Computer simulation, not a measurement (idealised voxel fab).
process module | voxel wiring stack
cross-section cut | 220 nm wide | cells 5 nm
A cross-section is a grid of square cells, given in bands from the top down. A band is one or more rows of cells.
Each band's line starts with the height of the band's top and of its bottom, in nm. Then come its materials from left to right, each with its width in nm. One material with "throughout" fills the band from edge to edge. "air" is empty space.
Height 0 is the level under which the wafer as received is all one material. The lowest band goes on downwards, as in "0 down".
A width such as "30 to 40" changes by the same amount from each row of cells to the next, from the band's top row to its bottom row.
"no change" after a step means that no cell of the cross-section changed.
closed voids: empty space of 8 cells or more with no open way to the top, each as width x height at its distance from the left edge, in nm
after a step's settings: what the simulator itself notes on the step
overlay nm, on a step with a mask: how far to the right of its planned place the mask lay; to the left if negative
plan
1 op RECEIVE | material Si
2 op CONFORMAL_DEP | material SiO2 | thk nm 15
3 op CONFORMAL_DEP | material SiN | thk nm 5
4 op DIRECTIONAL_DEP | material SiO2 | thk nm 15
5 op DIRECTIONAL_DEP | material aC | thk nm 15
6 op PATTERN | tone open | mask id METAL_1 | material resist | width nm 30 | pitch nm 45 | thk nm 30 | overlay nm 0
7 op DIRECTIONAL_ETCH | etch materials aC | depth nm 15
8 op STRIP | etch materials resist
9 op DIRECTIONAL_ETCH | etch materials SiO2 | depth nm 15
10 op DIRECTIONAL_ETCH | etch materials SiN | depth nm 5
11 op STRIP | etch materials aC
12 op CONFORMAL_DEP | material TiN | thk nm 5
13 op FILL_DEP | material Cu | thk nm 5
14 op CMP | height nm 35
15 op EPI | material Ru | thk nm 5
16 op FILL_DEP | material SiCN | thk nm 5
17 op DIRECTIONAL_DEP | material SiO2 | thk nm 30
18 op DIRECTIONAL_DEP | material aC | thk nm 10
19 op PATTERN | tone open | mask id METAL_2 | material resist | width nm 30 | pitch nm 45 | thk nm 25 | overlay nm 0
20 op DIRECTIONAL_ETCH | etch materials aC | depth nm 10
21 op STRIP | etch materials resist
22 op DIRECTIONAL_ETCH | etch materials SiO2 | depth nm 20
23 op STRIP | etch materials aC
24 op DIRECTIONAL_DEP | material aC | thk nm 10
25 op PATTERN | tone open | mask id METAL_2_HOLES | material resist | width nm 15 | pitch nm 45 | thk nm 30 | overlay nm 0
26 op DIRECTIONAL_ETCH | etch materials aC | depth nm 10
27 op STRIP | etch materials resist
28 op DIRECTIONAL_ETCH | etch materials SiO2 | depth nm 10
29 op DIRECTIONAL_ETCH | etch materials SiCN | depth nm 5
30 op STRIP | etch materials aC
31 op CONFORMAL_DEP | material TiN | thk nm 5
32 op FILL_DEP | material Cu | thk nm 5
33 op CMP | height nm 75
34 op CONFORMAL_DEP | material SiCN | thk nm 5
35 op DIRECTIONAL_DEP | material lowk | thk nm 30
36 op DIRECTIONAL_DEP | material aC | thk nm 10
37 op PATTERN | tone open | mask id METAL_3_HOLES | material resist | width nm 15 | pitch nm 90 | thk nm 25 | overlay nm 0
38 op DIRECTIONAL_ETCH | etch materials aC | depth nm 10
39 op STRIP | etch materials resist
40 op DIRECTIONAL_ETCH | etch materials lowk | depth nm 30
41 op STRIP | etch materials aC
42 op PATTERN | tone open | mask id METAL_3 | material resist | width nm 30 | pitch nm 45 | thk nm 20 | overlay nm 0
43 op DIRECTIONAL_ETCH | etch materials lowk | depth nm 20
44 op DIRECTIONAL_ETCH | etch materials SiCN | depth nm 5
45 op STRIP | etch materials resist
46 op CONFORMAL_DEP | material TiN | thk nm 5
47 op FILL_DEP | material Ru | thk nm 5
48 op CMP | height nm 110
49 op CONFORMAL_DEP | material SiCN | thk nm 5
50 op DIRECTIONAL_DEP | material lowk | thk nm 15
51 op DIRECTIONAL_DEP | material aC | thk nm 15
52 op PATTERN | tone open | mask id PLUG_3 | material resist | width nm 15 | pitch nm 45 | thk nm 30 | overlay nm 0
53 op DIRECTIONAL_ETCH | etch materials aC | depth nm 15
54 op STRIP | etch materials resist
55 op DIRECTIONAL_ETCH | etch materials lowk | depth nm 15
56 op DIRECTIONAL_ETCH | etch materials SiCN | depth nm 5
57 op STRIP | etch materials aC
58 op CONFORMAL_DEP | material TiN | thk nm 5
59 op FILL_DEP | material W | thk nm 5
60 op CMP | height nm 130
61 op DIRECTIONAL_DEP | material TiN | thk nm 5
62 op DIRECTIONAL_DEP | material W | thk nm 25
63 op PATTERN | tone cover | mask id METAL_4 | material resist | width nm 30 | pitch nm 45 | thk nm 15 | overlay nm 0
64 op DIRECTIONAL_ETCH | etch materials W | depth nm 25
65 op DIRECTIONAL_ETCH | etch materials TiN | depth nm 5
66 op STRIP | etch materials resist
67 op FILL_DEP | material SiO2 | thk nm 10
68 op CMP | height nm 160
69 op CONFORMAL_DEP | material SiN | thk nm 5
varied across the wafers: thk nm of step 3. The plan shows the first wafer's value. All wafers start alike
first wafer as received, after step 1
  0 down: Si throughout
  closed voids: none
each wafer at the end: cells of each material gained (+) or lost (-) since it was received, then its closed voids
thk nm 5 | +108 Cu | +86 Ru | +114 SiCN | +64 SiN | +456 SiO2 | +240 TiN | +132 W | +252 lowk | closed voids: none
thk nm 10 | +92 Cu | +86 Ru | +114 SiCN | +108 SiN | +436 SiO2 | +232 TiN | +132 W | +252 lowk | closed voids: none
thk nm 15 | +76 Cu | +86 Ru | +114 SiCN | +152 SiN | +416 SiO2 | +224 TiN | +132 W | +252 lowk | closed voids: none
thk nm 20 | +60 Cu | +86 Ru | +114 SiCN | +196 SiN | +396 SiO2 | +216 TiN | +132 W | +252 lowk | closed voids: none
